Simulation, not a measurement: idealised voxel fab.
This is a process module. Its name is voxel gate over fins.
The cross-section shown here is cut; it is 240 nm wide and divided into square cells measuring 5 nm on a side.
Cross-section, as written here: a square-cell grid given band by band from the top down, where a band holds one or more rows of cells.
Top, bottom (nm), then materials left to right with widths (nm); lone material tagged "throughout" fills the whole band edge to edge; "air" = empty space.
We count height from 0. Below that, the starting wafer is all one material. The lowest band never ends at the bottom but goes on down; see "0 -> down" for how that is written.
Width spec "30->40" -> top row of cells at first value, bottom row at second value, equal per-row change in between.
Take "identical to before" at face value: in the step it is given for, the cross-section changed in none of its cells.
Closed void listing: empty space of 8 cells or more with no open way to the top, each as width x height at its distance from the left edge, in nm
Post-settings text on a step line: simulator's own remark regarding the step.
Among the settings permitted on a step's line is "overlay nm"; applied to a step with a mask, it specifies the extent to which the mask lay to the right of its planned position, whereas a negative figure signifies a position to the left.

The steps planned for the process are as follows
1,RECEIVE, material Si
2,CONFORMAL_DEP, material SiN, thk nm 10
3,PATTERN, tone cover, mask id FINS, material resist, width nm 15, pitch nm 60, thk nm 20, overlay nm 0
4,DIRECTIONAL_ETCH, etch materials SiN, depth nm 10
5,DIRECTIONAL_ETCH, etch materials Si, depth nm 40
6,STRIP, etch materials resist
7,OXIDIZE, depth nm 5
8,FILL_DEP, material SiO2, thk nm 15
9,CMP, height nm 10
10,PATTERN, tone open, mask id RAIL, material resist, width nm 15, thk nm 15, overlay nm 0
11,DIRECTIONAL_ETCH, etch materials SiO2, depth nm 45
12,STRIP, etch materials resist
13,CONFORMAL_DEP, material TiN, thk nm 5
14,FILL_DEP, material Ru, thk nm 10
15,CMP, height nm 10
16,SELECTIVE_ETCH, etch materials W Ru TiN, depth nm 30
17,FILL_DEP, material SiO2, thk nm 5
18,CMP, height nm 10
19,SELECTIVE_ETCH, etch materials SiO2, depth nm 20
20,STRIP, etch materials SiN
21,CONFORMAL_DEP, material HfO2, thk nm 5
22,CONFORMAL_DEP, material TiN, thk nm 5
23,CONFORMAL_DEP, material TiAl, thk nm 5
24,CONFORMAL_DEP, material TiN, thk nm 5
25,FILL_DEP, material W, thk nm 15
26,CMP, height nm 30
27,CONFORMAL_DEP, material SiN, thk nm 5

Shown in cross-section is the wafer as received, that is, as it stands after step 1
> 0 -> down = Si throughout
> Closed void listing: none

End-of-module XS, first of two wafers, run as planned
> 35 -> 30 = SiN throughout
> 30 -> 20 = W throughout
> 20 -> 15 = 35 of W; 45 of TiN; 15 of W; 45 of TiN; 15 of W; 45 of TiN; 40 of W
> 15 -> 10 = 35 of W; 5 of TiN; 35 of TiAl; 5 of TiN; 15 of W; 5 of TiN; 35 of TiAl; 5 of TiN; 15 of W; 5 of TiN; 35 of TiAl; 5 of TiN; 40 of W
> 10 -> 5 = 40 of TiN; 5 of TiAl; 25 of TiN; 5 of TiAl; 25 of TiN; 5 of TiAl; 25 of TiN; 5 of TiAl; 25 of TiN; 5 of TiAl; 25 of TiN; 5 of TiAl; 45 of TiN
> 5 -> 0 = 45 of TiAl; 5 of TiN; 15 of HfO2; 5 of TiN; 35 of TiAl; 5 of TiN; 15 of HfO2; 5 of TiN; 35 of TiAl; 5 of TiN; 15 of HfO2; 5 of TiN; 50 of TiAl
> 0 -> -5 = 50 of TiN; 5 of HfO2; 5 of Si; 5 of HfO2; 45 of TiN; 5 of HfO2; 5 of Si; 5 of HfO2; 45 of TiN; 5 of HfO2; 5 of Si; 5 of HfO2; 55 of TiN
> -5 -> -10 = 55 of HfO2; 5 of Si; 55 of HfO2; 5 of Si; 55 of HfO2; 5 of Si; 60 of HfO2
> -10 -> -20 = 55 of SiO2; 5 of Si; 55 of SiO2; 5 of Si; 55 of SiO2; 5 of Si; 60 of SiO2
> -20 -> -30 = 55 of SiO2; 5 of Si; 20 of SiO2; 5 of TiN; 5 of Ru; 5 of TiN; 20 of SiO2; 5 of Si; 55 of SiO2; 5 of Si; 60 of SiO2
> -30 -> -35 = 55 of SiO2; 5 of Si; 20 of SiO2; 15 of TiN; 20 of SiO2; 5 of Si; 55 of SiO2; 5 of Si; 60 of SiO2
> -35 -> -45 = 55 of SiO2; 5 of Si; 55 of SiO2; 5 of Si; 55 of SiO2; 5 of Si; 60 of SiO2
> -45 -> down = Si throughout
> Closed void listing: none

Second wafer of the two, sectioned at the end of the module. It began like the first and followed the same plan, but one mistake was made while running it
> 35 -> 30 = SiN throughout
> 30 -> 20 = W throughout
> 20 -> 15 = 35 of W; 45 of TiN; 15 of W; 45 of TiN; 15 of W; 45 of TiN; 40 of W
> 15 -> 10 = 35 of W; 5 of TiN; 35 of TiAl; 5 of TiN; 15 of W; 5 of TiN; 35 of TiAl; 5 of TiN; 15 of W; 5 of TiN; 35 of TiAl; 5 of TiN; 40 of W
> 10 -> 5 = 40 of TiN; 5 of TiAl; 25 of TiN; 5 of TiAl; 25 of TiN; 5 of TiAl; 25 of TiN; 5 of TiAl; 25 of TiN; 5 of TiAl; 25 of TiN; 5 of TiAl; 45 of TiN
> 5 -> 0 = 45 of TiAl; 5 of TiN; 15 of HfO2; 5 of TiN; 35 of TiAl; 5 of TiN; 15 of HfO2; 5 of TiN; 35 of TiAl; 5 of TiN; 15 of HfO2; 5 of TiN; 50 of TiAl
> 0 -> -5 = 50 of TiN; 5 of HfO2; 5 of Si; 5 of HfO2; 45 of TiN; 5 of HfO2; 5 of Si; 5 of HfO2; 45 of TiN; 5 of HfO2; 5 of Si; 5 of HfO2; 55 of TiN
> -5 -> -10 = 55 of HfO2; 5 of Si; 55 of HfO2; 5 of Si; 55 of HfO2; 5 of Si; 60 of HfO2
> -10 -> -20 = 55 of SiO2; 5 of Si; 55 of SiO2; 5 of Si; 55 of SiO2; 5 of Si; 60 of SiO2
> -20 -> -30 = 55 of SiO2; 5 of Si; 25 of SiO2; 5 of Ru; 25 of SiO2; 5 of Si; 55 of SiO2; 5 of Si; 60 of SiO2
> -30 -> -45 = 55 of SiO2; 5 of Si; 55 of SiO2; 5 of Si; 55 of SiO2; 5 of Si; 60 of SiO2
> -45 -> down = Si throughout
> Closed void listing: none
Heads up, the wafer didn't run the way we planned it: step 13 changed vs plan, executed as CONFORMAL_DEP, material SiO2, thk nm 5
Wafer comparison, final, in cells, second relative to first, materials more or fewer: SiO2 +7; TiN -7
